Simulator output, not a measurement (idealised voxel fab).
The following is a process module called voxel transistor to metal.
Each square cell in cross-section cut measures 5 nm, and the section as a whole is 190 nm wide.
Notation: cross-section as square-cell grid; stated in bands, top first, going down; one or more cell rows per band. Heights first: top, then bottom, in nm. Then materials, left to right, each with a width in nm. "throughout" on a single material: fills the band edge to edge. "empty": empty space. Below 0: as-received wafer, all one material; heights counted from there. Lowest band: no bottom, goes on down, written "from 0 down". Graded width ("30->40"): value in top row of band = first number; value in bottom row = second number; row-to-row change constant. "stayed the same" (step): cross-section cells unchanged, all of them. Heads up: "Trapped voids" only lists the empty pockets with no open path to the top that are 8 cells or more, and it writes them as width x height at distance, distance from the left edge, in nm. Text after the settings on a step's line: the simulator's own remark on that step. Among the settings permitted on a step's line is "overlay nm"; applied to a step with a mask, it specifies the extent to which the mask lay to the right of its planned position, whereas a negative figure signifies a position to the left.

PLANNED STEP LIST FOR THE PROCESS
1 RECEIVE, material Si
2 CONFORMAL_DEP, material SiO2, thk nm 5
3 CONFORMAL_DEP, material SiN, thk nm 10
4 DIRECTIONAL_DEP, material aC, thk nm 10
5 PATTERN, tone cover, mask id ACTIVE, material resist, width nm 85, thk nm 30, overlay nm 0
6 DIRECTIONAL_ETCH, etch materials aC, depth nm 10
7 STRIP, etch materials resist
8 DIRECTIONAL_ETCH, etch materials SiN, depth nm 10
9 DIRECTIONAL_ETCH, etch materials SiO2, depth nm 5
10 DIRECTIONAL_ETCH, etch materials Si, depth nm 30
11 STRIP, etch materials aC
12 FILL_DEP, material SiO2, thk nm 10
13 CMP, height nm 15
14 SELECTIVE_ETCH, etch materials SiO2, depth nm 5
15 STRIP, etch materials SiN
16 SELECTIVE_ETCH, etch materials SiO2, depth nm 5
17 OXIDIZE, depth nm 5
18 DIRECTIONAL_DEP, material polySi, thk nm 25
19 DIRECTIONAL_DEP, material SiCN, thk nm 15
20 MASKED_ETCH, tone cover, mask id GATE, width nm 15, etch materials SiCN, depth nm 25, overlay nm 0
21 MASKED_ETCH, tone cover, mask id GATE, width nm 15, etch materials polySi, depth nm 35, overlay nm 0
22 CONFORMAL_DEP, material SiN, thk nm 5
23 DIRECTIONAL_ETCH, etch materials SiN, depth nm 5
24 DIRECTIONAL_ETCH, etch materials SiO2, depth nm 5
25 EPI, material nSi, thk nm 5
26 FILL_DEP, material SiO2, thk nm 10
27 CMP, height nm 40
28 DIRECTIONAL_DEP, material SiO2, thk nm 10
29 DIRECTIONAL_DEP, material aC, thk nm 10
30 PATTERN, tone open, mask id CONTACT, material resist, width nm 25, pitch nm 50, thk nm 30, overlay nm 0
31 DIRECTIONAL_ETCH, etch materials aC, depth nm 10
32 STRIP, etch materials resist
33 DIRECTIONAL_ETCH, etch materials SiO2, depth nm 50
34 STRIP, etch materials aC
35 CONFORMAL_DEP, material TiN, thk nm 5
36 FILL_DEP, material W, thk nm 5
37 CMP, height nm 50
38 CONFORMAL_DEP, material SiN, thk nm 5
39 DIRECTIONAL_DEP, material lowk, thk nm 25
40 PATTERN, tone open, mask id METAL_1, material resist, width nm 15, pitch nm 60, thk nm 20, overlay nm 0
41 DIRECTIONAL_ETCH, etch materials lowk, depth nm 25
42 DIRECTIONAL_ETCH, etch materials SiN, depth nm 5
43 STRIP, etch materials resist
44 CONFORMAL_DEP, material TiN, thk nm 5
45 FILL_DEP, material Ru, thk nm 5
46 CMP, height nm 80
47 CONFORMAL_DEP, material SiCN, thk nm 5

CROSS-SECTION OF THE INCOMING WAFER, STATE AFTER STEP 1
- from 0 down = Si throughout
- Trapped voids: none

CROSS-SECTION: FIRST OF TWO WAFERS, MODULE FINISHED, RUN ACCORDING TO PLAN
- from 85 to 80 = SiCN throughout
- from 80 to 55 = 55 nm lowk; 5 nm TiN; 5 nm Ru; 5 nm TiN; 45 nm lowk; 5 nm TiN; 5 nm Ru; 5 nm TiN; 60 nm lowk
- from 55 to 50 = 55 nm SiN; 15 nm TiN; 45 nm SiN; 15 nm TiN; 60 nm SiN
- from 50 to 40 = 55 nm SiO2; 5 nm TiN; 15 nm W; 5 nm TiN; 25 nm SiO2; 5 nm TiN; 15 nm W; 5 nm TiN; 60 nm SiO2
- from 40 to 25 = 55 nm SiO2; 5 nm TiN; 15 nm W; 5 nm TiN; 5 nm SiN; 15 nm SiCN; 5 nm SiN; 5 nm TiN; 15 nm W; 5 nm TiN; 60 nm SiO2
- from 25 to 5 = 55 nm SiO2; 5 nm TiN; 15 nm W; 5 nm TiN; 5 nm SiN; 15 nm polySi; 5 nm SiN; 5 nm TiN; 15 nm W; 5 nm TiN; 60 nm SiO2
- from 5 to 0 = 45 nm SiO2; 5 nm SiN; 5 nm SiO2; 25 nm TiN; 5 nm SiN; 15 nm polySi; 5 nm SiN; 25 nm TiN; 5 nm SiO2; 5 nm SiN; 50 nm SiO2
- from 0 to -5 = 50 nm SiO2; 30 nm nSi; 25 nm SiO2; 30 nm nSi; 55 nm SiO2
- from -5 to -30 = 50 nm SiO2; 85 nm Si; 55 nm SiO2
- from -30 down = Si throughout
- Trapped voids: none

WAFER TWO, END OF MODULE, CROSS-SECTION. SAME START, SAME PLAN AS WAFER ONE. ONE MISTAKE IN THE RUN
- from 85 to 80 = SiCN throughout
- from 80 to 55 = 55 nm lowk; 5 nm TiN; 5 nm Ru; 5 nm TiN; 45 nm lowk; 5 nm TiN; 5 nm Ru; 5 nm TiN; 60 nm lowk
- from 55 to 50 = 55 nm SiN; 15 nm TiN; 45 nm SiN; 15 nm TiN; 60 nm SiN
- from 50 to 40 = 65 nm SiO2; 5 nm TiN; 15->5 nm W; 5->15 nm TiN; 25 nm SiO2; 5 nm TiN; 15 nm W; 5 nm TiN; 50 nm SiO2
- from 40 to 25 = 65 nm SiO2; 5 nm TiN; 5 nm W; 5 nm TiN; 5 nm SiN; 15 nm SiCN; 5 nm SiN; 10 nm SiO2; 5 nm TiN; 15 nm W; 5 nm TiN; 50 nm SiO2
- from 25 to 10 = 65 nm SiO2; 5 nm TiN; 5 nm W; 5 nm TiN; 5 nm SiN; 15 nm polySi; 5 nm SiN; 10 nm SiO2; 5 nm TiN; 15 nm W; 5 nm TiN; 50 nm SiO2
- from 10 to 5 = 65 nm SiO2; 5 nm TiN; 5 nm W; 5 nm TiN; 5 nm SiN; 15 nm polySi; 5 nm SiN; 10 nm SiO2; 5 nm TiN; 10 nm W; 10 nm TiN; 50 nm SiO2
- from 5 to 0 = 45 nm SiO2; 5 nm SiN; 15 nm SiO2; 15 nm TiN; 5 nm SiN; 15 nm polySi; 5 nm SiN; 10 nm SiO2; 20 nm TiN; 5 nm SiN; 50 nm SiO2
- from 0 to -5 = 50 nm SiO2; 30 nm nSi; 25 nm SiO2; 30 nm nSi; 55 nm SiO2
- from -5 to -30 = 50 nm SiO2; 85 nm Si; 55 nm SiO2
- from -30 down = Si throughout
- Trapped voids: none
Processing error: the process deviated at step 30: the operation and settings actually run there were PATTERN, tone open, mask id CONTACT, material resist, width nm 25, pitch nm 50, thk nm 30, overlay nm 10
At the finish, the second wafer shows more or fewer cells for some materials than the first does: +17 SiO2 | -17 W
